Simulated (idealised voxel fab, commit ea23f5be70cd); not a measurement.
process module | voxel wiring stack
cross-section cut | 220 nm wide | cells 5 nm
A cross-section is a grid of square cells, given in bands from the top down. A band is one or more rows of cells.
Each band's line starts with the height of the band's top and of its bottom, in nm. Then come its materials from left to right, each with its width in nm. One material with "throughout" fills the band from edge to edge. "air" is empty space.
Height 0 is the level under which the wafer as received is all one material. The lowest band goes on downwards, as in "0 down".
A width such as "30 to 40" changes by the same amount from each row of cells to the next, from the band's top row to its bottom row.
"no change" after a step means that no cell of the cross-section changed.
closed voids: empty space of 8 cells or more with no open way to the top, each as width x height at its distance from the left edge, in nm
after a step's settings: what the simulator itself notes on the step
overlay nm, on a step with a mask: how far to the right of its planned place the mask lay; to the left if negative
plan
1 op RECEIVE | material Si
2 op CONFORMAL_DEP | material SiO2 | thk nm 15
3 op DIRECTIONAL_DEP | material TiN | thk nm 5
4 op DIRECTIONAL_DEP | material W | thk nm 15
5 op DIRECTIONAL_DEP | material aC | thk nm 10
6 op PATTERN | tone cover | mask id METAL_1 | material resist | width nm 25 | pitch nm 40 | thk nm 30 | overlay nm 0
7 op DIRECTIONAL_ETCH | etch materials aC | depth nm 10
8 op STRIP | etch materials resist
9 op DIRECTIONAL_ETCH | etch materials W | depth nm 15
10 op DIRECTIONAL_ETCH | etch materials TiN | depth nm 5
11 op STRIP | etch materials aC
12 op CONFORMAL_DEP | material SiCN | thk nm 5
13 op FILL_DEP | material SiO2 | thk nm 5
14 op CMP | height nm 35
15 op CONFORMAL_DEP | material SiCN | thk nm 5
16 op DIRECTIONAL_DEP | material SiO2 | thk nm 30
17 op DIRECTIONAL_DEP | material aC | thk nm 10
18 op PATTERN | tone open | mask id METAL_2 | material resist | width nm 25 | pitch nm 40 | thk nm 30 | overlay nm 0
19 op DIRECTIONAL_ETCH | etch materials aC | depth nm 10
20 op STRIP | etch materials resist
21 op DIRECTIONAL_ETCH | etch materials SiO2 | depth nm 15
22 op STRIP | etch materials aC
23 op MASKED_ETCH | tone open | mask id METAL_2_HOLES | width nm 15 | pitch nm 40 | etch materials SiO2 | depth nm 15 | overlay nm 0
24 op MASKED_ETCH | tone open | mask id METAL_2_HOLES | width nm 15 | pitch nm 40 | etch materials SiCN | depth nm 5 | overlay nm 0
25 op CONFORMAL_DEP | material TiN | thk nm 5
26 op FILL_DEP | material Cu | thk nm 10
27 op CMP | height nm 70
28 op CONFORMAL_DEP | material SiN | thk nm 5
first wafer, as planned
as received, after step 1
  0 down: Si throughout
  closed voids: none
after step 2
  15 to 0: SiO2 throughout
  below 0: unchanged
after step 3
  20 to 15: TiN throughout
  below 15: unchanged
after step 4
  35 to 20: W throughout
  below 20: unchanged
after step 5
  45 to 35: aC throughout
  below 35: unchanged
after step 6
  75 to 45: air 75 | resist 25 | air 15 | resist 25 | air 80
  below 45: unchanged
after step 7
  65 to 45: air 75 | resist 25 | air 15 | resist 25 | air 80
  45 to 35: air 75 | aC 25 | air 15 | aC 25 | air 80
  below 35: unchanged
after step 8
  45 to 35: air 75 | aC 25 | air 15 | aC 25 | air 80
  below 35: unchanged
after step 9
  45 to 35: air 75 | aC 25 | air 15 | aC 25 | air 80
  35 to 20: air 75 | W 25 | air 15 | W 25 | air 80
  below 20: unchanged
after step 10
  45 to 35: air 75 | aC 25 | air 15 | aC 25 | air 80
  35 to 20: air 75 | W 25 | air 15 | W 25 | air 80
  20 to 15: air 75 | TiN 25 | air 15 | TiN 25 | air 80
  below 15: unchanged
after step 11
  35 to 20: air 75 | W 25 | air 15 | W 25 | air 80
  below 20: unchanged
after step 12
  40 to 35: air 70 | SiCN 35 | air 5 | SiCN 35 | air 75
  35 to 20: air 70 | SiCN 5 | W 25 | SiCN 5 | air 5 | SiCN 5 | W 25 | SiCN 5 | air 75
  20 to 15: SiCN 75 | TiN 25 | SiCN 15 | TiN 25 | SiCN 80
  below 15: unchanged
after step 13
  45 to 40: SiO2 throughout
  40 to 35: SiO2 70 | SiCN 35 | SiO2 5 | SiCN 35 | SiO2 75
  35 to 20: SiO2 70 | SiCN 5 | W 25 | SiCN 5 | SiO2 5 | SiCN 5 | W 25 | SiCN 5 | SiO2 75
  below 20: unchanged
after step 14
  35 to 20: SiO2 70 | SiCN 5 | W 25 | SiCN 5 | SiO2 5 | SiCN 5 | W 25 | SiCN 5 | SiO2 75
  below 20: unchanged
after step 15
  40 to 35: SiCN throughout
  below 35: unchanged
after step 16
  70 to 40: SiO2 throughout
  below 40: unchanged
after step 17
  80 to 70: aC throughout
  below 70: unchanged
after step 18
  110 to 80: resist 75 | air 25 | resist 15 | air 25 | resist 80
  below 80: unchanged
after step 19
  100 to 80: resist 75 | air 25 | resist 15 | air 25 | resist 80
  80 to 70: aC 75 | air 25 | aC 15 | air 25 | aC 80
  below 70: unchanged
after step 20
  80 to 70: aC 75 | air 25 | aC 15 | air 25 | aC 80
  below 70: unchanged
after step 21
  80 to 70: aC 75 | air 25 | aC 15 | air 25 | aC 80
  70 to 55: SiO2 75 | air 25 | SiO2 15 | air 25 | SiO2 80
  below 55: unchanged
after step 22
  70 to 55: SiO2 75 | air 25 | SiO2 15 | air 25 | SiO2 80
  below 55: unchanged
after step 23
  70 to 55: SiO2 75 | air 25 | SiO2 15 | air 25 | SiO2 80
  55 to 40: SiO2 75 | air 15 | SiO2 25 | air 15 | SiO2 90
  below 40: unchanged
after step 24
  70 to 55: SiO2 75 | air 25 | SiO2 15 | air 25 | SiO2 80
  55 to 40: SiO2 75 | air 15 | SiO2 25 | air 15 | SiO2 90
  40 to 35: SiCN 75 | air 15 | SiCN 25 | air 15 | SiCN 90
  below 35: unchanged
after step 25
  75 to 70: TiN 80 | air 15 | TiN 25 | air 15 | TiN 85
  70 to 60: SiO2 75 | TiN 5 | air 15 | TiN 5 | SiO2 15 | TiN 5 | air 15 | TiN 5 | SiO2 80
  60 to 55: SiO2 75 | TiN 5 | air 5 | TiN 15 | SiO2 15 | TiN 5 | air 5 | TiN 15 | SiO2 80
  55 to 40: SiO2 75 | TiN 5 | air 5 | TiN 5 | SiO2 25 | TiN 5 | air 5 | TiN 5 | SiO2 90
  40 to 35: SiCN 75 | TiN 15 | SiCN 25 | TiN 15 | SiCN 90
  below 35: unchanged
after step 26
  85 to 75: Cu throughout
  75 to 70: TiN 80 | Cu 15 | TiN 25 | Cu 15 | TiN 85
  70 to 60: SiO2 75 | TiN 5 | Cu 15 | TiN 5 | SiO2 15 | TiN 5 | Cu 15 | TiN 5 | SiO2 80
  60 to 55: SiO2 75 | TiN 5 | Cu 5 | TiN 15 | SiO2 15 | TiN 5 | Cu 5 | TiN 15 | SiO2 80
  55 to 40: SiO2 75 | TiN 5 | Cu 5 | TiN 5 | SiO2 25 | TiN 5 | Cu 5 | TiN 5 | SiO2 90
  below 40: unchanged
after step 27
  70 to 60: SiO2 75 | TiN 5 | Cu 15 | TiN 5 | SiO2 15 | TiN 5 | Cu 15 | TiN 5 | SiO2 80
  below 60: unchanged
after step 28
  75 to 70: SiN throughout
  below 70: unchanged
second wafer: like start, like plan, one mistake. Through step 22 it matches the first wafer
when step 23 should have ended
  70 to 55: SiO2 75 | air 25 | SiO2 15 | air 25 | SiO2 80
  55 to 40: SiO2 75 | air 20 | SiO2 20 | air 20 | SiO2 85
  below 40: unchanged
when step 24 should have ended
  70 to 55: SiO2 75 | air 25 | SiO2 15 | air 25 | SiO2 80
  55 to 40: SiO2 75 | air 20 | SiO2 20 | air 20 | SiO2 85
  40 to 35: SiCN 75 | air 15 | SiCN 25 | air 15 | SiCN 90
  below 35: unchanged
when step 25 should have ended
  75 to 70: TiN 80 | air 15 | TiN 25 | air 15 | TiN 85
  70 to 60: SiO2 75 | TiN 5 | air 15 | TiN 5 | SiO2 15 | TiN 5 | air 15 | TiN 5 | SiO2 80
  60 to 55: SiO2 75 | TiN 5 | air 10 | TiN 10 | SiO2 15 | TiN 5 | air 10 | TiN 10 | SiO2 80
  55 to 45: SiO2 75 | TiN 5 | air 10 | TiN 5 | SiO2 20 | TiN 5 | air 10 | TiN 5 | SiO2 85
  45 to 40: SiO2 75 | TiN 5 | air 5 | TiN 10 | SiO2 20 | TiN 5 | air 5 | TiN 10 | SiO2 85
  40 to 35: SiCN 75 | TiN 15 | SiCN 25 | TiN 15 | SiCN 90
  below 35: unchanged
when step 26 should have ended
  85 to 75: Cu throughout
  75 to 70: TiN 80 | Cu 15 | TiN 25 | Cu 15 | TiN 85
  70 to 60: SiO2 75 | TiN 5 | Cu 15 | TiN 5 | SiO2 15 | TiN 5 | Cu 15 | TiN 5 | SiO2 80
  60 to 55: SiO2 75 | TiN 5 | Cu 10 | TiN 10 | SiO2 15 | TiN 5 | Cu 10 | TiN 10 | SiO2 80
  55 to 45: SiO2 75 | TiN 5 | Cu 10 | TiN 5 | SiO2 20 | TiN 5 | Cu 10 | TiN 5 | SiO2 85
  45 to 40: SiO2 75 | TiN 5 | Cu 5 | TiN 10 | SiO2 20 | TiN 5 | Cu 5 | TiN 10 | SiO2 85
  below 40: unchanged
when step 27 should have ended
  70 to 60: SiO2 75 | TiN 5 | Cu 15 | TiN 5 | SiO2 15 | TiN 5 | Cu 15 | TiN 5 | SiO2 80
  below 60: unchanged
when step 28 should have ended
  75 to 70: SiN throughout
  below 70: unchanged
what went wrong: step 23 ran as: op MASKED_ETCH | tone open | mask id METAL_2_HOLES | width nm 20 | pitch nm 40 | etch materials SiO2 | depth nm 15 | overlay nm 0
at the end the second wafer has, in cells: 6 more of Cu | 6 fewer of SiO2
